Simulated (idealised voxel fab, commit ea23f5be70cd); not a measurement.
Module name: voxel wiring stack (process module)
Section cut is 285 nm wide and gridded with 5 nm square cells.
A cross-section is a grid of square cells, given in bands from the top down. A band is one or more rows of cells.
The entry gives the band's vertical extent as a top height and a bottom height in nm, then its horizontal make-up as materials from left to right, each with a width in nm. "blank" stands for empty space; a single material marked "throughout" fills the band edge to edge.
Ref level 0: as-received wafer is one material below here. Bottom band extends down with no lower bound ("top 0, no bottom").
Width: "30 to 40" (first number = top row, second number = bottom row, same change from row to row of cells).
No cell of the cross-section changed in a step that is given as "no modifications".
"Closed void table" lists enclosed empty spaces (at least 8 cells, no open path upward to the top), each as width x height at distance from the left edge, in nm.
Text after the settings on a step's line: the simulator's own remark on that step.
"overlay nm" on a masked step: distance the mask lay right of its planned place, negative for left.
Note: before/after cross-section pairs follow, one process step per pair, after-side truncated at the lowest changed band, step and settings given beneath. Different runs of this module on the same starting wafer may supply the pairs; a pair continues the one above only where the "Prior to processing" entry says so.
Prior to processing
- top 115, bottom 105  90 nm aC / 25 nm blank / 30 nm aC / 25 nm blank / 115 nm aC
- top 105, bottom 95  90 nm SiO2 / 25 nm blank / 30 nm SiO2 / 25 nm blank / 115 nm SiO2
- top 95, bottom 85  90 nm SiO2 / 10 nm aC / 15 nm blank / 30 nm SiO2 / 10 nm aC / 15 nm blank / 115 nm SiO2
- top 85, bottom 75  100 nm SiO2 / 15 nm blank / 40 nm SiO2 / 15 nm blank / 115 nm SiO2
- top 75, bottom 70  SiCN throughout
- top 70, bottom 60  100 nm SiO2 / 5 nm TiN / 15 nm Cu / 5 nm TiN / 30 nm SiO2 / 5 nm TiN / 15 nm Cu / 5 nm TiN / 105 nm SiO2
- top 60, bottom 55  100 nm SiO2 / 5 nm TiN / 5 nm Cu / 15 nm TiN / 30 nm SiO2 / 25 nm TiN / 105 nm SiO2
- top 55, bottom 45  100 nm SiO2 / 5 nm TiN / 5 nm Cu / 5 nm TiN / 170 nm SiO2
- top 45, bottom 40  100 nm SiCN / 15 nm TiN / 170 nm SiCN
- top 40, bottom 15  100 nm lowk / 5 nm TiN / 15 nm Cu / 5 nm TiN / 30 nm lowk / 5 nm TiN / 15 nm Cu / 5 nm TiN / 105 nm lowk
- top 15, bottom 10  100 nm SiN / 25 nm TiN / 30 nm SiN / 25 nm TiN / 105 nm SiN
- top 10, bottom 0  SiO2 throughout
- top 0, no bottom  Si throughout
- Closed void table: none
Resultant Cross-Section
- top 115, bottom 105  90 nm aC / 25 nm blank / 30 nm aC / 25 nm blank / 115 nm aC
- top 105, bottom 95  90 nm SiO2 / 25 nm blank / 30 nm SiO2 / 25 nm blank / 115 nm SiO2
- top 95, bottom 85  90 nm SiO2 / 10 nm aC / 15 nm blank / 30 nm SiO2 / 10 nm aC / 15 nm blank / 115 nm SiO2
- top 85, bottom 75  100 nm SiO2 / 15 nm blank / 40 nm SiO2 / 15 nm blank / 115 nm SiO2
- top 75, bottom 70  100 nm SiCN / 15 nm blank / 40 nm SiCN / 15 nm blank / 115 nm SiCN
- Nothing below the height 70 has changed.
- Closed void table: none
the step between: DIRECTIONAL_ETCH, etch materials SiCN, depth nm 5
Prior to processing: it's just the after picture from the pair right above this one.
Resultant Cross-Section
- top 105, bottom 85  90 nm SiO2 / 25 nm blank / 30 nm SiO2 / 25 nm blank / 115 nm SiO2
- Nothing below the height 85 has changed.
- Closed void table: none
the step between: STRIP, etch materials aC
Prior to processing: it's just the after picture from the pair right above this one.
Resultant Cross-Section
- top 110, bottom 105  95 nm TiN / 15 nm blank / 40 nm TiN / 15 nm blank / 120 nm TiN
- top 105, bottom 90  90 nm SiO2 / 5 nm TiN / 15 nm blank / 5 nm TiN / 30 nm SiO2 / 5 nm TiN / 15 nm blank / 5 nm TiN / 115 nm SiO2
- top 90, bottom 85  90 nm SiO2 / 15 nm TiN / 5 nm blank / 5 nm TiN / 30 nm SiO2 / 15 nm TiN / 5 nm blank / 5 nm TiN / 115 nm SiO2
- top 85, bottom 75  100 nm SiO2 / 5 nm TiN / 5 nm blank / 5 nm TiN / 40 nm SiO2 / 5 nm TiN / 5 nm blank / 5 nm TiN / 115 nm SiO2
- top 75, bottom 70  100 nm SiCN / 15 nm TiN / 40 nm SiCN / 15 nm TiN / 115 nm SiCN
- Nothing below the height 70 has changed.
- Closed void table: none
the step between: CONFORMAL_DEP, material TiN, thk nm 5
Prior to processing: it's just the after picture from the pair right above this one.
Resultant Cross-Section
- top 115, bottom 110  Cu throughout
- top 110, bottom 105  95 nm TiN / 15 nm Cu / 40 nm TiN / 15 nm Cu / 120 nm TiN
- top 105, bottom 90  90 nm SiO2 / 5 nm TiN / 15 nm Cu / 5 nm TiN / 30 nm SiO2 / 5 nm TiN / 15 nm Cu / 5 nm TiN / 115 nm SiO2
- top 90, bottom 85  90 nm SiO2 / 15 nm TiN / 5 nm Cu / 5 nm TiN / 30 nm SiO2 / 15 nm TiN / 5 nm Cu / 5 nm TiN / 115 nm SiO2
- top 85, bottom 75  100 nm SiO2 / 5 nm TiN / 5 nm Cu / 5 nm TiN / 40 nm SiO2 / 5 nm TiN / 5 nm Cu / 5 nm TiN / 115 nm SiO2
- Nothing below the height 75 has changed.
- Closed void table: none
the step between: FILL_DEP, material Cu, thk nm 5
Prior to processing: it's just the after picture from the pair right above this one.
Resultant Cross-Section
- top 105, bottom 90  90 nm SiO2 / 5 nm TiN / 15 nm Cu / 5 nm TiN / 30 nm SiO2 / 5 nm TiN / 15 nm Cu / 5 nm TiN / 115 nm SiO2
- Nothing below the height 90 has changed.
- Closed void table: none
the step between: CMP, height nm 105
Prior to processing: it's just the after picture from the pair right above this one.
Resultant Cross-Section
- top 110, bottom 105  SiCN throughout
- Nothing below the height 105 has changed.
- Closed void table: none
the step between: CONFORMAL_DEP, material SiCN, thk nm 5
Prior to processing: it's just the after picture from the pair right above this one.
Resultant Cross-Section
- top 135, bottom 110  SiO2 throughout
- Nothing below the height 110 has changed.
- Closed void table: none
the step between: DIRECTIONAL_DEP, material SiO2, thk nm 25
Prior to processing: it's just the after picture from the pair right above this one.
Resultant Cross-Section
- top 155, bottom 135  100 nm resist / 15 nm blank / 40 nm resist / 15 nm blank / 115 nm resist
- Nothing below the height 135 has changed.
- Closed void table: none
the step between: PATTERN, tone open, mask id METAL_4_HOLES, material resist, width nm 15, pitch nm 55, thk nm 20, overlay nm 0
Prior to processing: it's just the after picture from the pair right above this one.
Resultant Cross-Section
- top 155, bottom 135  100 nm resist / 15 nm blank / 40 nm resist / 15 nm blank / 115 nm resist
- top 135, bottom 110  100 nm SiO2 / 15 nm blank / 40 nm SiO2 / 15 nm blank / 115 nm SiO2
- Nothing below the height 110 has changed.
- Closed void table: none
the step between: DIRECTIONAL_ETCH, etch materials SiO2, depth nm 25
Prior to processing: it's just the after picture from the pair right above this one.
Resultant Cross-Section
- top 135, bottom 110  100 nm SiO2 / 15 nm blank / 40 nm SiO2 / 15 nm blank / 115 nm SiO2
- Nothing below the height 110 has changed.
- Closed void table: none
the step between: STRIP, etch materials resist
Prior to processing: it's just the after picture from the pair right above this one.
Resultant Cross-Section
- top 155, bottom 135  100 nm resist / 25 nm blank / 30 nm resist / 25 nm blank / 105 nm resist
- Nothing below the height 135 has changed.
- Closed void table: none
the step between: PATTERN, tone open, mask id METAL_4, material resist, width nm 25, pitch nm 55, thk nm 20, overlay nm 0
Prior to processing: it's just the after picture from the pair right above this one.
Resultant Cross-Section
- top 155, bottom 135  100 nm resist / 25 nm blank / 30 nm resist / 25 nm blank / 105 nm resist
- top 135, bottom 120  100 nm SiO2 / 25 nm blank / 30 nm SiO2 / 25 nm blank / 105 nm SiO2
- Nothing below the height 120 has changed.
- Closed void table: none
the step between: DIRECTIONAL_ETCH, etch materials SiO2, depth nm 15
Prior to processing: it's just the after picture from the pair right above this one.
Resultant Cross-Section
- top 155, bottom 135  100 nm resist / 25 nm blank / 30 nm resist / 25 nm blank / 105 nm resist
- top 135, bottom 120  100 nm SiO2 / 25 nm blank / 30 nm SiO2 / 25 nm blank / 105 nm SiO2
- top 120, bottom 110  100 nm SiO2 / 15 nm blank / 40 nm SiO2 / 15 nm blank / 115 nm SiO2
- top 110, bottom 105  100 nm SiCN / 15 nm blank / 40 nm SiCN / 15 nm blank / 115 nm SiCN
- Nothing below the height 105 has changed.
- Closed void table: none
the step between: DIRECTIONAL_ETCH, etch materials SiCN, depth nm 5
Prior to processing: it's just the after picture from the pair right above this one.
Resultant Cross-Section
- top 135, bottom 120  100 nm SiO2 / 25 nm blank / 30 nm SiO2 / 25 nm blank / 105 nm SiO2
- Nothing below the height 120 has changed.
- Closed void table: none
the step between: STRIP, etch materials resist
Prior to processing: it's just the after picture from the pair right above this one.
Resultant Cross-Section
- top 140, bottom 135  105 nm TiN / 15 nm blank / 40 nm TiN / 15 nm blank / 110 nm TiN
- top 135, bottom 125  100 nm SiO2 / 5 nm TiN / 15 nm blank / 5 nm TiN / 30 nm SiO2 / 5 nm TiN / 15 nm blank / 5 nm TiN / 105 nm SiO2
- top 125, bottom 120  100 nm SiO2 / 5 nm TiN / 5 nm blank / 15 nm TiN / 30 nm SiO2 / 5 nm TiN / 5 nm blank / 15 nm TiN / 105 nm SiO2
- top 120, bottom 110  100 nm SiO2 / 5 nm TiN / 5 nm blank / 5 nm TiN / 40 nm SiO2 / 5 nm TiN / 5 nm blank / 5 nm TiN / 115 nm SiO2
- top 110, bottom 105  100 nm SiCN / 15 nm TiN / 40 nm SiCN / 15 nm TiN / 115 nm SiCN
- Nothing below the height 105 has changed.
- Closed void table: none
the step between: CONFORMAL_DEP, material TiN, thk nm 5
Prior to processing: it's just the after picture from the pair right above this one.
Resultant Cross-Section
- top 150, bottom 140  Cu throughout
- top 140, bottom 135  105 nm TiN / 15 nm Cu / 40 nm TiN / 15 nm Cu / 110 nm TiN
- top 135, bottom 125  100 nm SiO2 / 5 nm TiN / 15 nm Cu / 5 nm TiN / 30 nm SiO2 / 5 nm TiN / 15 nm Cu / 5 nm TiN / 105 nm SiO2
- top 125, bottom 120  100 nm SiO2 / 5 nm TiN / 5 nm Cu / 15 nm TiN / 30 nm SiO2 / 5 nm TiN / 5 nm Cu / 15 nm TiN / 105 nm SiO2
- top 120, bottom 110  100 nm SiO2 / 5 nm TiN / 5 nm Cu / 5 nm TiN / 40 nm SiO2 / 5 nm TiN / 5 nm Cu / 5 nm TiN / 115 nm SiO2
- Nothing below the height 110 has changed.
- Closed void table: none
the step between: FILL_DEP, material Cu, thk nm 10
Prior to processing: it's just the after picture from the pair right above this one.
Resultant Cross-Section
- top 135, bottom 125  100 nm SiO2 / 5 nm TiN / 15 nm Cu / 5 nm TiN / 30 nm SiO2 / 5 nm TiN / 15 nm Cu / 5 nm TiN / 105 nm SiO2
- Nothing below the height 125 has changed.
- Closed void table: none
the step between: CMP, height nm 135
Prior to processing: it's just the after picture from the pair right above this one.
Resultant Cross-Section
- top 140, bottom 135  SiN throughout
- Nothing below the height 135 has changed.
- Closed void table: none
the step between: CONFORMAL_DEP, material SiN, thk nm 5
Prior to processing
- top 70, bottom 60  100 nm SiO2 / 5 nm TiN / 15 nm Cu / 5 nm TiN / 30 nm SiO2 / 5 nm TiN / 15 nm Cu / 5 nm TiN / 105 nm SiO2
- top 60, bottom 55  100 nm SiO2 / 5 nm TiN / 5 nm Cu / 15 nm TiN / 30 nm SiO2 / 25 nm TiN / 105 nm SiO2
- top 55, bottom 45  100 nm SiO2 / 5 nm TiN / 5 nm Cu / 5 nm TiN / 170 nm SiO2
- top 45, bottom 40  100 nm SiCN / 15 nm TiN / 170 nm SiCN
- top 40, bottom 15  100 nm lowk / 5 nm TiN / 15 nm Cu / 5 nm TiN / 30 nm lowk / 5 nm TiN / 15 nm Cu / 5 nm TiN / 105 nm lowk
- top 15, bottom 10  100 nm SiN / 25 nm TiN / 30 nm SiN / 25 nm TiN / 105 nm SiN
- top 10, bottom 0  SiO2 throughout
- top 0, no bottom  Si throughout
- Closed void table: none
Resultant Cross-Section
- top 75, bottom 70  TiN throughout
- Nothing below the height 70 has changed.
- Closed void table: none
the step between: CONFORMAL_DEP, material TiN, thk nm 5
Prior to processing: it's just the after picture from the pair right above this one.
Resultant Cross-Section
- top 105, bottom 75  SiO2 throughout
- Nothing below the height 75 has changed.
- Closed void table: none
the step between: DIRECTIONAL_DEP, material SiO2, thk nm 30
Prior to processing: it's just the after picture from the pair right above this one.
Resultant Cross-Section
- top 105, bottom 85  100 nm SiO2 / 25 nm blank / 30 nm SiO2 / 25 nm blank / 105 nm SiO2
- Nothing below the height 85 has changed.
- Closed void table: none
the step between: MASKED_ETCH, tone open, mask id METAL_3, width nm 25, pitch nm 55, etch materials SiO2, depth nm 20, overlay nm 0
Prior to processing: it's just the after picture from the pair right above this one.
Resultant Cross-Section
- top 115, bottom 105  100 nm aC / 25 nm blank / 30 nm aC / 25 nm blank / 105 nm aC
- top 105, bottom 95  100 nm SiO2 / 25 nm blank / 30 nm SiO2 / 25 nm blank / 105 nm SiO2
- top 95, bottom 85  100 nm SiO2 / 25 nm aC / 30 nm SiO2 / 25 nm aC / 105 nm SiO2
- Nothing below the height 85 has changed.
- Closed void table: none
the step between: DIRECTIONAL_DEP, material aC, thk nm 10
Prior to processing: it's just the after picture from the pair right above this one.
Resultant Cross-Section
- top 140, bottom 115  100 nm resist / 15 nm blank / 40 nm resist / 15 nm blank / 115 nm resist
- top 115, bottom 105  100 nm aC / 15 nm blank / 10 nm resist / 30 nm aC / 15 nm blank / 10 nm resist / 105 nm aC
- top 105, bottom 95  100 nm SiO2 / 15 nm blank / 10 nm resist / 30 nm SiO2 / 15 nm blank / 10 nm resist / 105 nm SiO2
- Nothing below the height 95 has changed.
- Closed void table: none
the step between: PATTERN, tone open, mask id METAL_3_HOLES, material resist, width nm 15, pitch nm 55, thk nm 25, overlay nm 0
Prior to processing: it's just the after picture from the pair right above this one.
Resultant Cross-Section
- top 130, bottom 115  100 nm resist / 15 nm blank / 40 nm resist / 15 nm blank / 115 nm resist
- top 115, bottom 105  100 nm aC / 15 nm blank / 10 nm resist / 30 nm aC / 15 nm blank / 10 nm resist / 105 nm aC
- top 105, bottom 95  100 nm SiO2 / 15 nm blank / 10 nm resist / 30 nm SiO2 / 15 nm blank / 10 nm resist / 105 nm SiO2
- top 95, bottom 85  100 nm SiO2 / 15 nm blank / 10 nm aC / 30 nm SiO2 / 15 nm blank / 10 nm aC / 105 nm SiO2
- Nothing below the height 85 has changed.
- Closed void table: none
the step between: DIRECTIONAL_ETCH, etch materials aC, depth nm 10
Prior to processing: it's just the after picture from the pair right above this one.
Resultant Cross-Section
- top 115, bottom 105  100 nm aC / 25 nm blank / 30 nm aC / 25 nm blank / 105 nm aC
- top 105, bottom 95  100 nm SiO2 / 25 nm blank / 30 nm SiO2 / 25 nm blank / 105 nm SiO2
- Nothing below the height 95 has changed.
- Closed void table: none
the step between: STRIP, etch materials resist
Prior to processing: it's just the after picture from the pair right above this one.
Resultant Cross-Section
- top 115, bottom 105  100 nm aC / 25 nm blank / 30 nm aC / 25 nm blank / 105 nm aC
- top 105, bottom 95  100 nm SiO2 / 25 nm blank / 30 nm SiO2 / 25 nm blank / 105 nm SiO2
- top 95, bottom 85  100 nm SiO2 / 15 nm blank / 10 nm aC / 30 nm SiO2 / 15 nm blank / 10 nm aC / 105 nm SiO2
- top 85, bottom 75  100 nm SiO2 / 15 nm blank / 40 nm SiO2 / 15 nm blank / 115 nm SiO2
- Nothing below the height 75 has changed.
- Closed void table: none
the step between: DIRECTIONAL_ETCH, etch materials SiO2, depth nm 10
Prior to processing: it's just the after picture from the pair right above this one.
Resultant Cross-Section
- top 105, bottom 85  100 nm SiO2 / 25 nm blank / 30 nm SiO2 / 25 nm blank / 105 nm SiO2
- Nothing below the height 85 has changed.
- Closed void table: none
the step between: STRIP, etch materials aC
Prior to processing: it's just the after picture from the pair right above this one.
Resultant Cross-Section
- top 110, bottom 105  105 nm TiN / 15 nm blank / 40 nm TiN / 15 nm blank / 110 nm TiN
- top 105, bottom 90  100 nm SiO2 / 5 nm TiN / 15 nm blank / 5 nm TiN / 30 nm SiO2 / 5 nm TiN / 15 nm blank / 5 nm TiN / 105 nm SiO2
- top 90, bottom 80  100 nm SiO2 / 5 nm TiN / 5 nm blank / 15 to 5 nm TiN / 30 to 40 nm SiO2 / 5 nm TiN / 5 nm blank / 15 to 5 nm TiN / 105 to 115 nm SiO2
- top 80, bottom 75  100 nm SiO2 / 15 nm TiN / 40 nm SiO2 / 15 nm TiN / 115 nm SiO2
- Nothing below the height 75 has changed.
- Closed void table: none
the step between: CONFORMAL_DEP, material TiN, thk nm 5
Prior to processing: it's just the after picture from the pair right above this one.
Resultant Cross-Section
- top 115, bottom 110  Cu throughout
- top 110, bottom 105  105 nm TiN / 15 nm Cu / 40 nm TiN / 15 nm Cu / 110 nm TiN
- top 105, bottom 90  100 nm SiO2 / 5 nm TiN / 15 nm Cu / 5 nm TiN / 30 nm SiO2 / 5 nm TiN / 15 nm Cu / 5 nm TiN / 105 nm SiO2
- top 90, bottom 80  100 nm SiO2 / 5 nm TiN / 5 nm Cu / 15 to 5 nm TiN / 30 to 40 nm SiO2 / 5 nm TiN / 5 nm Cu / 15 to 5 nm TiN / 105 to 115 nm SiO2
- Nothing below the height 80 has changed.
- Closed void table: none
the step between: FILL_DEP, material Cu, thk nm 5
Prior to processing: it's just the after picture from the pair right above this one.
Resultant Cross-Section
- top 105, bottom 90  100 nm SiO2 / 5 nm TiN / 15 nm Cu / 5 nm TiN / 30 nm SiO2 / 5 nm TiN / 15 nm Cu / 5 nm TiN / 105 nm SiO2
- Nothing below the height 90 has changed.
- Closed void table: none
the step between: CMP, height nm 105
Prior to processing: it's just the after picture from the pair right above this one.
Resultant Cross-Section
- top 110, bottom 105  SiCN throughout
- Nothing below the height 105 has changed.
- Closed void table: none
the step between: CONFORMAL_DEP, material SiCN, thk nm 5
Prior to processing: it's just the after picture from the pair right above this one.
Resultant Cross-Section
- top 135, bottom 110  SiO2 throughout
- Nothing below the height 110 has changed.
- Closed void table: none
the step between: DIRECTIONAL_DEP, material SiO2, thk nm 25
Prior to processing: it's just the after picture from the pair right above this one.
Resultant Cross-Section
- top 155, bottom 135  100 nm resist / 15 nm blank / 40 nm resist / 15 nm blank / 115 nm resist
- Nothing below the height 135 has changed.
- Closed void table: none
the step between: PATTERN, tone open, mask id METAL_4_HOLES, material resist, width nm 15, pitch nm 55, thk nm 20, overlay nm 0
Prior to processing: it's just the after picture from the pair right above this one.
Resultant Cross-Section
- top 155, bottom 135  100 nm resist / 15 nm blank / 40 nm resist / 15 nm blank / 115 nm resist
- top 135, bottom 110  100 nm SiO2 / 15 nm blank / 40 nm SiO2 / 15 nm blank / 115 nm SiO2
- Nothing below the height 110 has changed.
- Closed void table: none
the step between: DIRECTIONAL_ETCH, etch materials SiO2, depth nm 25
Prior to processing: it's just the after picture from the pair right above this one.
Resultant Cross-Section
- top 135, bottom 110  100 nm SiO2 / 15 nm blank / 40 nm SiO2 / 15 nm blank / 115 nm SiO2
- Nothing below the height 110 has changed.
- Closed void table: none
the step between: STRIP, etch materials resist
Prior to processing: it's just the after picture from the pair right above this one.
Resultant Cross-Section
- top 155, bottom 135  100 nm resist / 25 nm blank / 30 nm resist / 25 nm blank / 105 nm resist
- Nothing below the height 135 has changed.
- Closed void table: none
the step between: PATTERN, tone open, mask id METAL_4, material resist, width nm 25, pitch nm 55, thk nm 20, overlay nm 0
Prior to processing: it's just the after picture from the pair right above this one.
Resultant Cross-Section
- top 155, bottom 135  100 nm resist / 25 nm blank / 30 nm resist / 25 nm blank / 105 nm resist
- top 135, bottom 120  100 nm SiO2 / 25 nm blank / 30 nm SiO2 / 25 nm blank / 105 nm SiO2
- Nothing below the height 120 has changed.
- Closed void table: none
the step between: DIRECTIONAL_ETCH, etch materials SiO2, depth nm 15
Prior to processing: it's just the after picture from the pair right above this one.
Resultant Cross-Section
- top 155, bottom 135  100 nm resist / 25 nm blank / 30 nm resist / 25 nm blank / 105 nm resist
- top 135, bottom 120  100 nm SiO2 / 25 nm blank / 30 nm SiO2 / 25 nm blank / 105 nm SiO2
- top 120, bottom 110  100 nm SiO2 / 15 nm blank / 40 nm SiO2 / 15 nm blank / 115 nm SiO2
- top 110, bottom 105  100 nm SiCN / 15 nm blank / 40 nm SiCN / 15 nm blank / 115 nm SiCN
- Nothing below the height 105 has changed.
- Closed void table: none
the step between: DIRECTIONAL_ETCH, etch materials SiCN, depth nm 5
Prior to processing: it's just the after picture from the pair right above this one.
Resultant Cross-Section
- top 135, bottom 120  100 nm SiO2 / 25 nm blank / 30 nm SiO2 / 25 nm blank / 105 nm SiO2
- Nothing below the height 120 has changed.
- Closed void table: none
the step between: STRIP, etch materials resist
Prior to processing: it's just the after picture from the pair right above this one.
Resultant Cross-Section
- top 140, bottom 135  105 nm TiN / 15 nm blank / 40 nm TiN / 15 nm blank / 110 nm TiN
- top 135, bottom 125  100 nm SiO2 / 5 nm TiN / 15 nm blank / 5 nm TiN / 30 nm SiO2 / 5 nm TiN / 15 nm blank / 5 nm TiN / 105 nm SiO2
- top 125, bottom 120  100 nm SiO2 / 5 nm TiN / 5 nm blank / 15 nm TiN / 30 nm SiO2 / 5 nm TiN / 5 nm blank / 15 nm TiN / 105 nm SiO2
- top 120, bottom 110  100 nm SiO2 / 5 nm TiN / 5 nm blank / 5 nm TiN / 40 nm SiO2 / 5 nm TiN / 5 nm blank / 5 nm TiN / 115 nm SiO2
- top 110, bottom 105  100 nm SiCN / 15 nm TiN / 40 nm SiCN / 15 nm TiN / 115 nm SiCN
- Nothing below the height 105 has changed.
- Closed void table: none
the step between: CONFORMAL_DEP, material TiN, thk nm 5
Prior to processing: it's just the after picture from the pair right above this one.
Resultant Cross-Section
- top 150, bottom 140  Cu throughout
- top 140, bottom 135  105 nm TiN / 15 nm Cu / 40 nm TiN / 15 nm Cu / 110 nm TiN
- top 135, bottom 125  100 nm SiO2 / 5 nm TiN / 15 nm Cu / 5 nm TiN / 30 nm SiO2 / 5 nm TiN / 15 nm Cu / 5 nm TiN / 105 nm SiO2
- top 125, bottom 120  100 nm SiO2 / 5 nm TiN / 5 nm Cu / 15 nm TiN / 30 nm SiO2 / 5 nm TiN / 5 nm Cu / 15 nm TiN / 105 nm SiO2
- top 120, bottom 110  100 nm SiO2 / 5 nm TiN / 5 nm Cu / 5 nm TiN / 40 nm SiO2 / 5 nm TiN / 5 nm Cu / 5 nm TiN / 115 nm SiO2
- Nothing below the height 110 has changed.
- Closed void table: none
the step between: FILL_DEP, material Cu, thk nm 10
Prior to processing: it's just the after picture from the pair right above this one.
Resultant Cross-Section
- top 135, bottom 125  100 nm SiO2 / 5 nm TiN / 15 nm Cu / 5 nm TiN / 30 nm SiO2 / 5 nm TiN / 15 nm Cu / 5 nm TiN / 105 nm SiO2
- Nothing below the height 125 has changed.
- Closed void table: none
the step between: CMP, height nm 135
Prior to processing: it's just the after picture from the pair right above this one.
Resultant Cross-Section
- top 140, bottom 135  SiN throughout
- Nothing below the height 135 has changed.
- Closed void table: none
the step between: CONFORMAL_DEP, material SiN, thk nm 5
Prior to processing
- top 135, bottom 110  SiO2 throughout
- top 110, bottom 105  SiCN throughout
- top 105, bottom 90  100 nm SiO2 / 5 nm TiN / 15 nm Cu / 5 nm TiN / 30 nm SiO2 / 5 nm TiN / 15 nm Cu / 5 nm TiN / 105 nm SiO2
- top 90, bottom 85  100 nm SiO2 / 5 nm TiN / 5 nm Cu / 15 nm TiN / 30 nm SiO2 / 5 nm TiN / 5 nm Cu / 15 nm TiN / 105 nm SiO2
- top 85, bottom 75  100 nm SiO2 / 5 nm TiN / 5 nm Cu / 5 nm TiN / 40 nm SiO2 / 5 nm TiN / 5 nm Cu / 5 nm TiN / 115 nm SiO2
- top 75, bottom 70  100 nm SiCN / 15 nm TiN / 40 nm SiCN / 15 nm TiN / 115 nm SiCN
- top 70, bottom 60  100 nm SiO2 / 5 nm TiN / 15 nm Cu / 5 nm TiN / 30 nm SiO2 / 5 nm TiN / 15 nm Cu / 5 nm TiN / 105 nm SiO2
- top 60, bottom 55  100 nm SiO2 / 5 nm TiN / 5 nm Cu / 15 nm TiN / 30 nm SiO2 / 25 nm TiN / 105 nm SiO2
- top 55, bottom 45  100 nm SiO2 / 5 nm TiN / 5 nm Cu / 5 nm TiN / 170 nm SiO2
- top 45, bottom 40  100 nm SiCN / 15 nm TiN / 170 nm SiCN
- top 40, bottom 15  100 nm lowk / 5 nm TiN / 15 nm Cu / 5 nm TiN / 30 nm lowk / 5 nm TiN / 15 nm Cu / 5 nm TiN / 105 nm lowk
- top 15, bottom 10  100 nm SiN / 25 nm TiN / 30 nm SiN / 25 nm TiN / 105 nm SiN
- top 10, bottom 0  SiO2 throughout
- top 0, no bottom  Si throughout
- Closed void table: none
Resultant Cross-Section
- top 155, bottom 135  100 nm blank / 15 nm resist / 40 nm blank / 15 nm resist / 115 nm blank
- Nothing below the height 135 has changed.
- Closed void table: none
the step between: PATTERN, tone cover, mask id METAL_4_HOLES, material resist, width nm 15, pitch nm 55, thk nm 20, overlay nm 0
Prior to processing: it's just the after picture from the pair right above this one.
Resultant Cross-Section
- top 155, bottom 135  100 nm blank / 15 nm resist / 40 nm blank / 15 nm resist / 115 nm blank
- top 135, bottom 110  100 nm blank / 15 nm SiO2 / 40 nm blank / 15 nm SiO2 / 115 nm blank
- Nothing below the height 110 has changed.
- Closed void table: none
the step between: DIRECTIONAL_ETCH, etch materials SiO2, depth nm 25
Prior to processing: it's just the after picture from the pair right above this one.
Resultant Cross-Section
- top 135, bottom 110  100 nm blank / 15 nm SiO2 / 40 nm blank / 15 nm SiO2 / 115 nm blank
- Nothing below the height 110 has changed.
- Closed void table: none
the step between: STRIP, etch materials resist
Prior to processing: it's just the after picture from the pair right above this one.
Resultant Cross-Section
- top 155, bottom 135  100 nm resist / 25 nm blank / 30 nm resist / 25 nm blank / 105 nm resist
- top 135, bottom 110  100 nm resist / 15 nm SiO2 / 10 nm blank / 30 nm resist / 15 nm SiO2 / 10 nm blank / 105 nm resist
- Nothing below the height 110 has changed.
- Closed void table: none
the step between: PATTERN, tone open, mask id METAL_4, material resist, width nm 25, pitch nm 55, thk nm 20, overlay nm 0
Prior to processing: it's just the after picture from the pair right above this one.
Resultant Cross-Section
- top 155, bottom 120  100 nm resist / 25 nm blank / 30 nm resist / 25 nm blank / 105 nm resist
- Nothing below the height 120 has changed.
- Closed void table: none
the step between: DIRECTIONAL_ETCH, etch materials SiO2, depth nm 15
Prior to processing: it's just the after picture from the pair right above this one.
Resultant Cross-Section
- top 155, bottom 120  100 nm resist / 25 nm blank / 30 nm resist / 25 nm blank / 105 nm resist
- top 120, bottom 110  100 nm resist / 15 nm SiO2 / 10 nm blank / 30 nm resist / 15 nm SiO2 / 10 nm blank / 105 nm resist
- top 110, bottom 105  115 nm SiCN / 10 nm blank / 45 nm SiCN / 10 nm blank / 105 nm SiCN
- Nothing below the height 105 has changed.
- Closed void table: none
the step between: DIRECTIONAL_ETCH, etch materials SiCN, depth nm 5
Prior to processing: it's just the after picture from the pair right above this one.
Resultant Cross-Section
- top 120, bottom 110  100 nm blank / 15 nm SiO2 / 40 nm blank / 15 nm SiO2 / 115 nm blank
- Nothing below the height 110 has changed.
- Closed void table: none
the step between: STRIP, etch materials resist
Prior to processing: it's just the after picture from the pair right above this one.
Resultant Cross-Section
- top 125, bottom 120  95 nm blank / 25 nm TiN / 30 nm blank / 25 nm TiN / 110 nm blank
- top 120, bottom 115  95 nm blank / 5 nm TiN / 15 nm SiO2 / 5 nm TiN / 30 nm blank / 5 nm TiN / 15 nm SiO2 / 5 nm TiN / 110 nm blank
- top 115, bottom 110  100 nm TiN / 15 nm SiO2 / 40 nm TiN / 15 nm SiO2 / 115 nm TiN
- top 110, bottom 105  115 nm SiCN / 10 nm TiN / 45 nm SiCN / 10 nm TiN / 105 nm SiCN
- Nothing below the height 105 has changed.
- Closed void table: none
the step between: CONFORMAL_DEP, material TiN, thk nm 5
Prior to processing: it's just the after picture from the pair right above this one.
Resultant Cross-Section
- top 135, bottom 125  Cu throughout
- top 125, bottom 120  95 nm Cu / 25 nm TiN / 30 nm Cu / 25 nm TiN / 110 nm Cu
- top 120, bottom 115  95 nm Cu / 5 nm TiN / 15 nm SiO2 / 5 nm TiN / 30 nm Cu / 5 nm TiN / 15 nm SiO2 / 5 nm TiN / 110 nm Cu
- Nothing below the height 115 has changed.
- Closed void table: none
the step between: FILL_DEP, material Cu, thk nm 10
Prior to processing: it's just the after picture from the pair right above this one.
Resultant Cross-Section
- top 140, bottom 135  SiN throughout
- Nothing below the height 135 has changed.
- Closed void table: none
the step between: CONFORMAL_DEP, material SiN, thk nm 5
